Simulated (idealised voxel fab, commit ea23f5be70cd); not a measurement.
Process module name: voxel air gaps
In the cross-section labelled cut, the width is 295 nm and each square cell is 5 nm.
Cross-section = grid of square cells, listed top down in bands; band = one or more rows. What a band's entry tells you: where the top is and where the bottom is, as heights in nm, and after that what lies inside, material by material from left to right, each with its width in nm. Empty space is written as the word "empty", and a single material marked with the word "all across" occupies the band from edge to edge. Height is counted from the level 0, under which the received wafer is composed throughout of one material. The lowest of the bands is not closed at the bottom but continues downward, in the notation "0 nm and below". Top row gets the first number, bottom row gets the second, and each row in between changes by the same step: that is how a band width like "30->40" works. "nothing got changed" (step): cross-section cells unchanged, all of them. If an empty space has no open way to the top and is at least 8 cells in size, "Internal closed voids" lists it, written width x height at distance, where distance is measured from the left edge and every value is in nm. after a step's settings: what the simulator itself notes on the step. If you see "overlay nm" on a step's line and that step has a mask, it's telling you how far right of where it was planned the mask ended up; a negative number means it went left instead.
Listed below are the process steps as planned:
- 1: RECEIVE,material Si
- 2: CONFORMAL_DEP,material SiO2,thk nm 15
- 3: CONFORMAL_DEP,material SiCN,thk nm 5
- 4: DIRECTIONAL_DEP,material SiO2,thk nm 40
- 5: PATTERN,tone open,mask id LINES,material resist,width nm 20,pitch nm 45,thk nm 15,overlay nm 0
- 6: DIRECTIONAL_ETCH,etch materials SiO2,depth nm 40
- 7: STRIP,etch materials resist
- 8: CONFORMAL_DEP,material TiN,thk nm 5
- 9: FILL_DEP,material Ru,thk nm 10
- 10: CMP,height nm 60
- 11: EPI,material Ru,thk nm 10
- 12: SELECTIVE_ETCH,etch materials SiO2,depth nm 50
- 13: CONFORMAL_DEP,material SiCN,thk nm 5
First of the two wafers, run per plan:
Incoming wafer, cross-sectional view, post step 1:
0 nm and below = Si all across
Internal closed voids: none
How the wafer stands in section after step 2:
15 nm to 0 nm = SiO2 all across
Below 0 it's all the same as before, nothing changed down there.
How the wafer stands in section after step 3:
20 nm to 15 nm = SiCN all across
Below 15 it's all the same as before, nothing changed down there.
How the wafer stands in section after step 4:
60 nm to 20 nm = SiO2 all across
Below 20 it's all the same as before, nothing changed down there.
How the wafer stands in section after step 5:
75 nm to 60 nm = resist 70 nm, then empty 20 nm, then resist 25 nm, then empty 20 nm, then resist 25 nm, then empty 20 nm, then resist 25 nm, then empty 20 nm, then resist 70 nm
Below 60 it's all the same as before, nothing changed down there.
How the wafer stands in section after step 6:
75 nm to 60 nm = resist 70 nm, then empty 20 nm, then resist 25 nm, then empty 20 nm, then resist 25 nm, then empty 20 nm, then resist 25 nm, then empty 20 nm, then resist 70 nm
60 nm to 20 nm = SiO2 70 nm, then empty 20 nm, then SiO2 25 nm, then empty 20 nm, then SiO2 25 nm, then empty 20 nm, then SiO2 25 nm, then empty 20 nm, then SiO2 70 nm
Below 20 it's all the same as before, nothing changed down there.
How the wafer stands in section after step 7:
60 nm to 20 nm = SiO2 70 nm, then empty 20 nm, then SiO2 25 nm, then empty 20 nm, then SiO2 25 nm, then empty 20 nm, then SiO2 25 nm, then empty 20 nm, then SiO2 70 nm
Below 20 it's all the same as before, nothing changed down there.
How the wafer stands in section after step 8:
65 nm to 60 nm = TiN 75 nm, then empty 10 nm, then TiN 35 nm, then empty 10 nm, then TiN 35 nm, then empty 10 nm, then TiN 35 nm, then empty 10 nm, then TiN 75 nm
60 nm to 25 nm = SiO2 70 nm, then TiN 5 nm, then empty 10 nm, then TiN 5 nm, then SiO2 25 nm, then TiN 5 nm, then empty 10 nm, then TiN 5 nm, then SiO2 25 nm, then TiN 5 nm, then empty 10 nm, then TiN 5 nm, then SiO2 25 nm, then TiN 5 nm, then empty 10 nm, then TiN 5 nm, then SiO2 70 nm
25 nm to 20 nm = SiO2 70 nm, then TiN 20 nm, then SiO2 25 nm, then TiN 20 nm, then SiO2 25 nm, then TiN 20 nm, then SiO2 25 nm, then TiN 20 nm, then SiO2 70 nm
Below 20 it's all the same as before, nothing changed down there.
How the wafer stands in section after step 9:
75 nm to 65 nm = Ru all across
65 nm to 60 nm = TiN 75 nm, then Ru 10 nm, then TiN 35 nm, then Ru 10 nm, then TiN 35 nm, then Ru 10 nm, then TiN 35 nm, then Ru 10 nm, then TiN 75 nm
60 nm to 25 nm = SiO2 70 nm, then TiN 5 nm, then Ru 10 nm, then TiN 5 nm, then SiO2 25 nm, then TiN 5 nm, then Ru 10 nm, then TiN 5 nm, then SiO2 25 nm, then TiN 5 nm, then Ru 10 nm, then TiN 5 nm, then SiO2 25 nm, then TiN 5 nm, then Ru 10 nm, then TiN 5 nm, then SiO2 70 nm
Below 25 it's all the same as before, nothing changed down there.
How the wafer stands in section after step 10:
60 nm to 25 nm = SiO2 70 nm, then TiN 5 nm, then Ru 10 nm, then TiN 5 nm, then SiO2 25 nm, then TiN 5 nm, then Ru 10 nm, then TiN 5 nm, then SiO2 25 nm, then TiN 5 nm, then Ru 10 nm, then TiN 5 nm, then SiO2 25 nm, then TiN 5 nm, then Ru 10 nm, then TiN 5 nm, then SiO2 70 nm
Below 25 it's all the same as before, nothing changed down there.
How the wafer stands in section after step 11:
70 nm to 60 nm = empty 60 nm, then Ru 40 nm, then empty 5 nm, then Ru 40 nm, then empty 5 nm, then Ru 40 nm, then empty 5 nm, then Ru 40 nm, then empty 60 nm
Below 60 it's all the same as before, nothing changed down there.
How the wafer stands in section after step 12:
70 nm to 60 nm = empty 60 nm, then Ru 40 nm, then empty 5 nm, then Ru 40 nm, then empty 5 nm, then Ru 40 nm, then empty 5 nm, then Ru 40 nm, then empty 60 nm
60 nm to 25 nm = empty 70 nm, then TiN 5 nm, then Ru 10 nm, then TiN 5 nm, then empty 25 nm, then TiN 5 nm, then Ru 10 nm, then TiN 5 nm, then empty 25 nm, then TiN 5 nm, then Ru 10 nm, then TiN 5 nm, then empty 25 nm, then TiN 5 nm, then Ru 10 nm, then TiN 5 nm, then empty 70 nm
25 nm to 20 nm = empty 70 nm, then TiN 20 nm, then empty 25 nm, then TiN 20 nm, then empty 25 nm, then TiN 20 nm, then empty 25 nm, then TiN 20 nm, then empty 70 nm
Below 20 it's all the same as before, nothing changed down there.
How the wafer stands in section after step 13:
75 nm to 70 nm = empty 55 nm, then SiCN 185 nm, then empty 55 nm
70 nm to 60 nm = empty 55 nm, then SiCN 5 nm, then Ru 40 nm, then SiCN 5 nm, then Ru 40 nm, then SiCN 5 nm, then Ru 40 nm, then SiCN 5 nm, then Ru 40 nm, then SiCN 5 nm, then empty 55 nm
60 nm to 55 nm = empty 55 nm, then SiCN 15 nm, then TiN 5 nm, then Ru 10 nm, then TiN 5 nm, then SiCN 25 nm, then TiN 5 nm, then Ru 10 nm, then TiN 5 nm, then SiCN 25 nm, then TiN 5 nm, then Ru 10 nm, then TiN 5 nm, then SiCN 25 nm, then TiN 5 nm, then Ru 10 nm, then TiN 5 nm, then SiCN 15 nm, then empty 55 nm
55 nm to 25 nm = empty 65 nm, then SiCN 5 nm, then TiN 5 nm, then Ru 10 nm, then TiN 5 nm, then SiCN 5 nm, then empty 15 nm, then SiCN 5 nm, then TiN 5 nm, then Ru 10 nm, then TiN 5 nm, then SiCN 5 nm, then empty 15 nm, then SiCN 5 nm, then TiN 5 nm, then Ru 10 nm, then TiN 5 nm, then SiCN 5 nm, then empty 15 nm, then SiCN 5 nm, then TiN 5 nm, then Ru 10 nm, then TiN 5 nm, then SiCN 5 nm, then empty 65 nm
25 nm to 20 nm = SiCN 70 nm, then TiN 20 nm, then SiCN 25 nm, then TiN 20 nm, then SiCN 25 nm, then TiN 20 nm, then SiCN 25 nm, then TiN 20 nm, then SiCN 70 nm
Below 20 it's all the same as before, nothing changed down there.
Internal closed voids: 15 x 30 at 95; 15 x 30 at 140; 15 x 30 at 185
The remaining wafer, second of the two, started like the first and was run to the same plan, except that one mistake was made along the way; the two coincide through step 1, inclusive:
Second wafer, cut view, end of step 2 per plan:
30 nm to 0 nm = SiO2 all across
Below 0 it's all the same as before, nothing changed down there.
Second wafer, cut view, end of step 3 per plan:
35 nm to 30 nm = SiCN all across
Below 30 it's all the same as before, nothing changed down there.
Second wafer, cut view, end of step 4 per plan:
75 nm to 35 nm = SiO2 all across
Below 35 it's all the same as before, nothing changed down there.
Second wafer, cut view, end of step 5 per plan:
90 nm to 75 nm = resist 70 nm, then empty 20 nm, then resist 25 nm, then empty 20 nm, then resist 25 nm, then empty 20 nm, then resist 25 nm, then empty 20 nm, then resist 70 nm
Below 75 it's all the same as before, nothing changed down there.
Second wafer, cut view, end of step 6 per plan:
90 nm to 75 nm = resist 70 nm, then empty 20 nm, then resist 25 nm, then empty 20 nm, then resist 25 nm, then empty 20 nm, then resist 25 nm, then empty 20 nm, then resist 70 nm
75 nm to 35 nm = SiO2 70 nm, then empty 20 nm, then SiO2 25 nm, then empty 20 nm, then SiO2 25 nm, then empty 20 nm, then SiO2 25 nm, then empty 20 nm, then SiO2 70 nm
Below 35 it's all the same as before, nothing changed down there.
Second wafer, cut view, end of step 7 per plan:
75 nm to 35 nm = SiO2 70 nm, then empty 20 nm, then SiO2 25 nm, then empty 20 nm, then SiO2 25 nm, then empty 20 nm, then SiO2 25 nm, then empty 20 nm, then SiO2 70 nm
Below 35 it's all the same as before, nothing changed down there.
Second wafer, cut view, end of step 8 per plan:
80 nm to 75 nm = TiN 75 nm, then empty 10 nm, then TiN 35 nm, then empty 10 nm, then TiN 35 nm, then empty 10 nm, then TiN 35 nm, then empty 10 nm, then TiN 75 nm
75 nm to 40 nm = SiO2 70 nm, then TiN 5 nm, then empty 10 nm, then TiN 5 nm, then SiO2 25 nm, then TiN 5 nm, then empty 10 nm, then TiN 5 nm, then SiO2 25 nm, then TiN 5 nm, then empty 10 nm, then TiN 5 nm, then SiO2 25 nm, then TiN 5 nm, then empty 10 nm, then TiN 5 nm, then SiO2 70 nm
40 nm to 35 nm = SiO2 70 nm, then TiN 20 nm, then SiO2 25 nm, then TiN 20 nm, then SiO2 25 nm, then TiN 20 nm, then SiO2 25 nm, then TiN 20 nm, then SiO2 70 nm
Below 35 it's all the same as before, nothing changed down there.
Second wafer, cut view, end of step 9 per plan:
90 nm to 80 nm = Ru all across
80 nm to 75 nm = TiN 75 nm, then Ru 10 nm, then TiN 35 nm, then Ru 10 nm, then TiN 35 nm, then Ru 10 nm, then TiN 35 nm, then Ru 10 nm, then TiN 75 nm
75 nm to 40 nm = SiO2 70 nm, then TiN 5 nm, then Ru 10 nm, then TiN 5 nm, then SiO2 25 nm, then TiN 5 nm, then Ru 10 nm, then TiN 5 nm, then SiO2 25 nm, then TiN 5 nm, then Ru 10 nm, then TiN 5 nm, then SiO2 25 nm, then TiN 5 nm, then Ru 10 nm, then TiN 5 nm, then SiO2 70 nm
Below 40 it's all the same as before, nothing changed down there.
Second wafer, cut view, end of step 10 per plan:
60 nm to 40 nm = SiO2 70 nm, then TiN 5 nm, then Ru 10 nm, then TiN 5 nm, then SiO2 25 nm, then TiN 5 nm, then Ru 10 nm, then TiN 5 nm, then SiO2 25 nm, then TiN 5 nm, then Ru 10 nm, then TiN 5 nm, then SiO2 25 nm, then TiN 5 nm, then Ru 10 nm, then TiN 5 nm, then SiO2 70 nm
Below 40 it's all the same as before, nothing changed down there.
Second wafer, cut view, end of step 11 per plan:
70 nm to 60 nm = empty 60 nm, then Ru 40 nm, then empty 5 nm, then Ru 40 nm, then empty 5 nm, then Ru 40 nm, then empty 5 nm, then Ru 40 nm, then empty 60 nm
Below 60 it's all the same as before, nothing changed down there.
Second wafer, cut view, end of step 12 per plan:
70 nm to 60 nm = empty 60 nm, then Ru 40 nm, then empty 5 nm, then Ru 40 nm, then empty 5 nm, then Ru 40 nm, then empty 5 nm, then Ru 40 nm, then empty 60 nm
60 nm to 40 nm = empty 70 nm, then TiN 5 nm, then Ru 10 nm, then TiN 5 nm, then empty 25 nm, then TiN 5 nm, then Ru 10 nm, then TiN 5 nm, then empty 25 nm, then TiN 5 nm, then Ru 10 nm, then TiN 5 nm, then empty 25 nm, then TiN 5 nm, then Ru 10 nm, then TiN 5 nm, then empty 70 nm
40 nm to 35 nm = empty 70 nm, then TiN 20 nm, then empty 25 nm, then TiN 20 nm, then empty 25 nm, then TiN 20 nm, then empty 25 nm, then TiN 20 nm, then empty 70 nm
Below 35 it's all the same as before, nothing changed down there.
Second wafer, cut view, end of step 13 per plan:
75 nm to 70 nm = empty 55 nm, then SiCN 185 nm, then empty 55 nm
70 nm to 60 nm = empty 55 nm, then SiCN 5 nm, then Ru 40 nm, then SiCN 5 nm, then Ru 40 nm, then SiCN 5 nm, then Ru 40 nm, then SiCN 5 nm, then Ru 40 nm, then SiCN 5 nm, then empty 55 nm
60 nm to 55 nm = empty 55 nm, then SiCN 15 nm, then TiN 5 nm, then Ru 10 nm, then TiN 5 nm, then SiCN 25 nm, then TiN 5 nm, then Ru 10 nm, then TiN 5 nm, then SiCN 25 nm, then TiN 5 nm, then Ru 10 nm, then TiN 5 nm, then SiCN 25 nm, then TiN 5 nm, then Ru 10 nm, then TiN 5 nm, then SiCN 15 nm, then empty 55 nm
55 nm to 40 nm = empty 65 nm, then SiCN 5 nm, then TiN 5 nm, then Ru 10 nm, then TiN 5 nm, then SiCN 5 nm, then empty 15 nm, then SiCN 5 nm, then TiN 5 nm, then Ru 10 nm, then TiN 5 nm, then SiCN 5 nm, then empty 15 nm, then SiCN 5 nm, then TiN 5 nm, then Ru 10 nm, then TiN 5 nm, then SiCN 5 nm, then empty 15 nm, then SiCN 5 nm, then TiN 5 nm, then Ru 10 nm, then TiN 5 nm, then SiCN 5 nm, then empty 65 nm
40 nm to 35 nm = SiCN 70 nm, then TiN 20 nm, then SiCN 25 nm, then TiN 20 nm, then SiCN 25 nm, then TiN 20 nm, then SiCN 25 nm, then TiN 20 nm, then SiCN 70 nm
Below 35 it's all the same as before, nothing changed down there.
Internal closed voids: 15 x 15 at 95; 15 x 15 at 140; 15 x 15 at 185
Plan not followed: plan step 2 was twice executed
End check, counted in cells, second wafer has more or fewer of these materials than the first: 24 fewer of Ru, 24 fewer of SiCN, 177 more of SiO2, 24 fewer of TiN
